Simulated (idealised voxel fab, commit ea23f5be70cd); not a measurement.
You're looking at the process module voxel released beams.
Pictured: cross-section cut, 230 nm wide, on a grid of 5 nm square cells.
Bands, listed from the top down, are how a cross-section gets written in this document; the cross-section itself is a grid of square cells, and a band is one or more rows of them.
Per band: top height and bottom height in nm, followed by the left-to-right materials and their widths in nm; "throughout" marks a single material spanning edge to edge, "air" marks empty space.
All heights in this document are referenced to 0, defined as the level beneath which the wafer, as received, consists entirely of one material. The lowest band is not bounded below; it extends indefinitely downward and is written in the form "0 down".
A two-number width, for instance "30->40", indicates that the width is equal to the first number in the top row of the band and to the second number in the bottom row, and that it changes by a constant amount per row of cells.
For the purposes of this document, the phrase "same as before" attached to a step denotes that no cell within the cross-section was modified by that step.
Closed-off voids of 8+ cells (no open route to the top) go in "Completely sealed voids", written width x height at distance from the left edge, in nm.
Heads up: the bit after the settings on a step's line is the simulator's remark on that step.
overlay nm: on a step with a mask, how far right of its planned place the mask lay; negative means left.

THE STEPS PLANNED FOR THE PROCESS ARE AS FOLLOWS
- 1: RECEIVE [material Si]
- 2: CONFORMAL_DEP [material Al2O3] [thk nm 10]
- 3: DIRECTIONAL_DEP [material SiO2] [thk nm 15]
- 4: PATTERN [tone open] [mask id ANCHOR] [material resist] [width nm 35] [thk nm 15] [overlay nm 0]
- 5: DIRECTIONAL_ETCH [etch materials SiO2] [depth nm 5]
- 6: STRIP [etch materials resist]
- 7: CONFORMAL_DEP [material polySi] [thk nm 10]
- 8: DIRECTIONAL_DEP [material aC] [thk nm 10]
- 9: PATTERN [tone cover] [mask id BEAM] [material resist] [width nm 95] [thk nm 25] [overlay nm 0]
- 10: DIRECTIONAL_ETCH [etch materials aC] [depth nm 10]
- 11: STRIP [etch materials resist]
- 12: DIRECTIONAL_ETCH [etch materials polySi] [depth nm 10]
- 13: STRIP [etch materials aC]
- 14: STRIP [etch materials SiO2]
What sets these wafers apart? The depth nm at step 5. They all start alike, and the plan carries the first wafer's value.

THE FIRST OF SEVERAL WAFERS, AS RECEIVED AFTER STEP 1, SEEN IN SECTION
	0 down = Si throughout
	Completely sealed voids: none

TAKE A LOOK AT THE FIRST OF SEVERAL WAFERS IN CROSS-SECTION: THE MODULE IS DONE, AND STEP 14 WAS ITS LAST STEP
	10 to 0 = Al2O3 throughout
	0 down = Si throughout
	Completely sealed voids: none

AT THE END OF THE MODULE, THE LAST OF SEVERAL WAFERS IN CROSS-SECTION
	35 to 25 = air: 65; polySi: 15; air: 15; polySi: 65; air: 70
	25 to 20 = air: 70; polySi: 10; air: 15; polySi: 10; air: 125
	20 to 10 = air: 70; polySi: 35; air: 125
	10 to 0 = Al2O3 throughout
	0 down = Si throughout
	Completely sealed voids: none

FOR YOUR REFERENCE, THE TABLE IS ORGANIZED WITH A ROW PER WAFER; EACH ROW REFLECTS THE WAFER AT THE END OF THE MODULE, INDICATING FOR EACH MATERIAL THE CELLS GAINED (+) OR LOST (-) SINCE RECEIPT, AND THEREAFTER ITS CLOSED VOIDS
depth nm 5, +92 Al2O3, Completely sealed voids: none
depth nm 10, +92 Al2O3, Completely sealed voids: none
depth nm 15, +92 Al2O3, +50 polySi, Completely sealed voids: none
depth nm 20, +92 Al2O3, +50 polySi, Completely sealed voids: none
depth nm 25, +92 Al2O3, +50 polySi, Completely sealed voids: none
depth nm 30, +92 Al2O3, +50 polySi, Completely sealed voids: none
